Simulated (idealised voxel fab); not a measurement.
You're looking at the process module voxel self aligned vias.
We display cut, a cross-section 225 nm in width whose square cells are each 5 nm.
Just so we're on the same page, the cross-sections are grids of square cells, and they're listed out in bands top to bottom, each band one or more rows deep.
Look at the band entry: it leads with the top's height and the bottom's height in nm. Then it lists the materials left to right, with a width in nm for each. The word "edge to edge" on a single material says that material fills the band edge to edge. The word "empty" is empty space.
A quick word on heights: they are counted from 0, and under that level the wafer as it came to us is one material throughout. The lowest band is different from the rest in having no bottom; it simply continues downward, written as in "0..down".
When a width is written as two numbers, as in "30..40", the first number is the width in the top row of cells of the band and the second is the width in its bottom row, and the width changes by the same amount from each row to the next.
Reading "no alterations made" for a step: not a cell of the cross-section changed in it.
"Closed void register" enumerates empty spaces isolated from the top, with no open way to it, that contain at least 8 cells, giving each as width x height at distance from the left edge, all three in nm.
Text after the settings on a step's line: the simulator's own remark on that step.
overlay nm: for a step with a mask, the amount by which the mask lay right of where it was planned; a negative amount means left of it.

**Planned step list for the process**
| 1 | op RECEIVE | material Si |
| 2 | op CONFORMAL_DEP | material SiO2 | thk nm 10 |
| 3 | op CONFORMAL_DEP | material SiCN | thk nm 5 |
| 4 | op DIRECTIONAL_DEP | material SiO2 | thk nm 20 |
| 5 | op PATTERN | tone open | mask id LINES | material resist | width nm 25 | pitch nm 60 | thk nm 15 | overlay nm 0 |
| 6 | op DIRECTIONAL_ETCH | etch materials SiO2 | depth nm 20 |
| 7 | op STRIP | etch materials resist |
| 8 | op CONFORMAL_DEP | material TiN | thk nm 5 |
| 9 | op FILL_DEP | material Ru | thk nm 5 |
| 10 | op CMP | height nm 35 |
| 11 | op SELECTIVE_ETCH | etch materials W Ru TiN | depth nm 10 |
| 12 | op FILL_DEP | material SiN | thk nm 5 |
| 13 | op CMP | height nm 35 |
| 14 | op DIRECTIONAL_DEP | material SiO2 | thk nm 15 |
| 15 | op MASKED_ETCH | tone open | mask id VIAS | width nm 45 | pitch nm 120 | etch materials SiO2 | depth nm 15 | overlay nm 0 |
| 16 | op MASKED_ETCH | tone open | mask id VIAS | width nm 45 | pitch nm 120 | etch materials SiN | depth nm 10 | overlay nm -15 |
| 17 | op CONFORMAL_DEP | material TiN | thk nm 5 |
| 18 | op FILL_DEP | material Cu | thk nm 5 |
| 19 | op CMP | height nm 50 |
| 20 | op CONFORMAL_DEP | material SiN | thk nm 5 |
It is noted that the wafers described herein are identical at the outset and are distinguished by the overlay nm of step 16; the value stated in the plan corresponds to the first wafer.

**Cross-section of the first of several received wafers, showing its state after step 1**
0..down: Si edge to edge
Closed void register: none

**The cross-section of the first of several wafers is given below for the end of the module, after its final step, step 20**
55..50: SiN edge to edge
50..40: 30 of SiO2; 5 of TiN; 35 of Cu; 5 of TiN; 75 of SiO2; 5 of TiN; 35 of Cu; 5 of TiN; 30 of SiO2
40..35: 30 of SiO2; 15 of TiN; 10 of Cu; 20 of TiN; 75 of SiO2; 15 of TiN; 10 of Cu; 20 of TiN; 30 of SiO2
35..30: 40 of SiO2; 5 of TiN; 10 of Cu; 5 of TiN; 5 of SiN; 35 of SiO2; 25 of SiN; 35 of SiO2; 5 of TiN; 10 of Cu; 5 of TiN; 5 of SiN; 40 of SiO2
30..25: 40 of SiO2; 20 of TiN; 5 of SiN; 35 of SiO2; 25 of SiN; 35 of SiO2; 20 of TiN; 5 of SiN; 40 of SiO2
25..20: 40 of SiO2; 5 of TiN; 15 of Ru; 5 of TiN; 35 of SiO2; 5 of TiN; 15 of Ru; 5 of TiN; 35 of SiO2; 5 of TiN; 15 of Ru; 5 of TiN; 40 of SiO2
20..15: 40 of SiO2; 25 of TiN; 35 of SiO2; 25 of TiN; 35 of SiO2; 25 of TiN; 40 of SiO2
15..10: SiCN edge to edge
10..0: SiO2 edge to edge
0..down: Si edge to edge
Closed void register: none

**Cross-section, last wafer, module completion**
55..50: SiN edge to edge
50..40: 30 of SiO2; 5 of TiN; 35 of Cu; 5 of TiN; 75 of SiO2; 5 of TiN; 35 of Cu; 5 of TiN; 30 of SiO2
40..35: 30 of SiO2; 20 of TiN; 10 of Cu; 15 of TiN; 75 of SiO2; 20 of TiN; 10 of Cu; 15 of TiN; 30 of SiO2
35..30: 40 of SiO2; 5 of SiN; 5 of TiN; 10 of Cu; 5 of TiN; 35 of SiO2; 25 of SiN; 35 of SiO2; 5 of SiN; 5 of TiN; 10 of Cu; 5 of TiN; 40 of SiO2
30..25: 40 of SiO2; 5 of SiN; 20 of TiN; 35 of SiO2; 25 of SiN; 35 of SiO2; 5 of SiN; 20 of TiN; 40 of SiO2
25..20: 40 of SiO2; 5 of TiN; 15 of Ru; 5 of TiN; 35 of SiO2; 5 of TiN; 15 of Ru; 5 of TiN; 35 of SiO2; 5 of TiN; 15 of Ru; 5 of TiN; 40 of SiO2
20..15: 40 of SiO2; 25 of TiN; 35 of SiO2; 25 of TiN; 35 of SiO2; 25 of TiN; 40 of SiO2
15..10: SiCN edge to edge
10..0: SiO2 edge to edge
0..down: Si edge to edge
Closed void register: none

**Tabulated below, wafer by wafer, are the end-of-module results: for each material, the number of cells gained (+) or lost (-) relative to the as-received state, followed by the closed voids**
overlay nm -15 | +36 Cu | +9 Ru | +45 SiCN | +59 SiN | +291 SiO2 | +55 TiN | Closed void register: none
overlay nm -10 | +40 Cu | +9 Ru | +45 SiCN | +55 SiN | +291 SiO2 | +55 TiN | Closed void register: none
overlay nm -5 | +40 Cu | +9 Ru | +45 SiCN | +55 SiN | +291 SiO2 | +55 TiN | Closed void register: none
overlay nm 0 | +40 Cu | +9 Ru | +45 SiCN | +55 SiN | +291 SiO2 | +55 TiN | Closed void register: none
overlay nm 5 | +40 Cu | +9 Ru | +45 SiCN | +55 SiN | +291 SiO2 | +55 TiN | Closed void register: none
overlay nm 10 | +40 Cu | +9 Ru | +45 SiCN | +55 SiN | +291 SiO2 | +55 TiN | Closed void register: none
overlay nm 15 | +36 Cu | +9 Ru | +45 SiCN | +59 SiN | +291 SiO2 | +55 TiN | Closed void register: none
